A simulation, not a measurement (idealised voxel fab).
process module | voxel gate over fins
cross-section cut | 185 nm wide | cells 5 nm
A cross-section is a grid of square cells, given in bands from the top down. A band is one or more rows of cells.
Each band's line starts with the height of the band's top and of its bottom, in nm. Then come its materials from left to right, each with its width in nm. One material with "throughout" fills the band from edge to edge. "air" is empty space.
Height 0 is the level under which the wafer as received is all one material. The lowest band goes on downwards, as in "0 down".
A width such as "30 to 40" changes by the same amount from each row of cells to the next, from the band's top row to its bottom row.
"no change" after a step means that no cell of the cross-section changed.
closed voids: empty space of 8 cells or more with no open way to the top, each as width x height at its distance from the left edge, in nm
after a step's settings: what the simulator itself notes on the step
overlay nm, on a step with a mask: how far to the right of its planned place the mask lay; to the left if negative
plan
1 op RECEIVE | material Si
2 op CONFORMAL_DEP | material SiN | thk nm 10
3 op PATTERN | tone cover | mask id FINS | material resist | width nm 15 | pitch nm 45 | thk nm 15 | overlay nm 0
4 op DIRECTIONAL_ETCH | etch materials SiN | depth nm 10
5 op DIRECTIONAL_ETCH | etch materials Si | depth nm 35
6 op STRIP | etch materials resist
7 op OXIDIZE | depth nm 5
8 op FILL_DEP | material SiO2 | thk nm 5
9 op CMP | height nm 10
10 op SELECTIVE_ETCH | etch materials SiO2 | depth nm 25
11 op STRIP | etch materials SiN
12 op CONFORMAL_DEP | material HfO2 | thk nm 5
13 op CONFORMAL_DEP | material TiN | thk nm 5
14 op FILL_DEP | material W | thk nm 10
15 op CMP | height nm 15
16 op CONFORMAL_DEP | material SiCN | thk nm 5
as received, after step 1
  0 down: Si throughout
  closed voids: none
first wafer at the end, as planned
  20 to 15: SiCN throughout
  15 to 10: W throughout
  10 to 5: W 55 | TiN 25 | W 20 | TiN 25 | W 60
  5 to 0: W 55 | TiN 5 | HfO2 15 | TiN 5 | W 20 | TiN 5 | HfO2 15 | TiN 5 | W 60
  0 to -5: W 55 | TiN 5 | HfO2 5 | Si 5 | HfO2 5 | TiN 5 | W 20 | TiN 5 | HfO2 5 | Si 5 | HfO2 5 | TiN 5 | W 60
  -5 to -10: TiN 60 | HfO2 5 | Si 5 | HfO2 5 | TiN 30 | HfO2 5 | Si 5 | HfO2 5 | TiN 65
  -10 to -15: HfO2 65 | Si 5 | HfO2 40 | Si 5 | HfO2 70
  -15 to -40: SiO2 65 | Si 5 | SiO2 40 | Si 5 | SiO2 70
  -40 down: Si throughout
  closed voids: none
second wafer at the end: like start, like plan, one mistake
  20 to 15: SiCN throughout
  15 to 10: W throughout
  10 to 5: TiN 65 | W 5 | TiN 40 | W 5 | TiN 70
  5 to 0: HfO2 60 | TiN 5 | W 5 | TiN 5 | HfO2 30 | TiN 5 | W 5 | TiN 5 | HfO2 65
  0 to -5: Si 55 | HfO2 5 | TiN 5 | W 5 | TiN 5 | HfO2 5 | Si 20 | HfO2 5 | TiN 5 | W 5 | TiN 5 | HfO2 5 | Si 60
  -5 to -10: Si 55 | HfO2 5 | TiN 15 | HfO2 5 | Si 20 | HfO2 5 | TiN 15 | HfO2 5 | Si 60
  -10 to -15: Si 55 | HfO2 25 | Si 20 | HfO2 25 | Si 60
  -15 to -40: Si 55 | SiO2 25 | Si 20 | SiO2 25 | Si 60
  -40 down: Si throughout
  closed voids: none
what went wrong: step 3 ran as: op PATTERN | tone open | mask id FINS | material resist | width nm 15 | pitch nm 45 | thk nm 15 | overlay nm 0
at the end the second wafer has, in cells: 200 more of Si | 125 fewer of SiO2 | 75 fewer of W
